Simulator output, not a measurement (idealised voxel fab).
process module | voxel double patterning
cross-section cut | 190 nm wide | cells 5 nm
A cross-section is a grid of square cells, given in bands from the top down. A band is one or more rows of cells.
Each band's line starts with the height of the band's top and of its bottom, in nm. Then come its materials from left to right, each with its width in nm. One material with "throughout" fills the band from edge to edge. "air" is empty space.
Height 0 is the level under which the wafer as received is all one material. The lowest band goes on downwards, as in "0 down".
A width such as "30 to 40" changes by the same amount from each row of cells to the next, from the band's top row to its bottom row.
"no change" after a step means that no cell of the cross-section changed.
closed voids: empty space of 8 cells or more with no open way to the top, each as width x height at its distance from the left edge, in nm
after a step's settings: what the simulator itself notes on the step
overlay nm, on a step with a mask: how far to the right of its planned place the mask lay; to the left if negative
plan
1 op RECEIVE | material Si
2 op CONFORMAL_DEP | material SiO2 | thk nm 10
3 op DIRECTIONAL_DEP | material polySi | thk nm 15
4 op DIRECTIONAL_DEP | material SiN | thk nm 5
5 op DIRECTIONAL_DEP | material aC | thk nm 10
6 op PATTERN | tone open | mask id FIRST | material resist | width nm 15 | pitch nm 50 | thk nm 30 | overlay nm 0
7 op DIRECTIONAL_ETCH | etch materials aC | depth nm 10
8 op STRIP | etch materials resist
9 op DIRECTIONAL_ETCH | etch materials SiN | depth nm 5
10 op STRIP | etch materials aC
11 op MASKED_ETCH | tone open | mask id SECOND | width nm 15 | pitch nm 50 | etch materials SiN | depth nm 5 | overlay nm 0
12 op DIRECTIONAL_ETCH | etch materials polySi | depth nm 15
13 op STRIP | etch materials SiN
varied across the wafers: width nm of step 6. The plan shows the first wafer's value. All wafers start alike
first wafer as received, after step 1
  0 down: Si throughout
  closed voids: none
first wafer at the end, after step 13
  25 to 10: polySi 35 | air 15 | polySi 10 | air 15 | polySi 10 | air 15 | polySi 10 | air 15 | polySi 10 | air 15 | polySi 40
  10 to 0: SiO2 throughout
  0 down: Si throughout
  closed voids: none
last wafer at the end
  25 to 10: polySi 30 | air 45 | polySi 5 | air 45 | polySi 5 | air 30 | polySi 30
  10 to 0: SiO2 throughout
  0 down: Si throughout
  closed voids: none
each wafer at the end: cells of each material gained (+) or lost (-) since it was received, then its closed voids
width nm 15 | +76 SiO2 | +69 polySi | closed voids: none
width nm 20 | +76 SiO2 | +60 polySi | closed voids: none
width nm 25 | +76 SiO2 | +51 polySi | closed voids: none
width nm 30 | +76 SiO2 | +42 polySi | closed voids: none
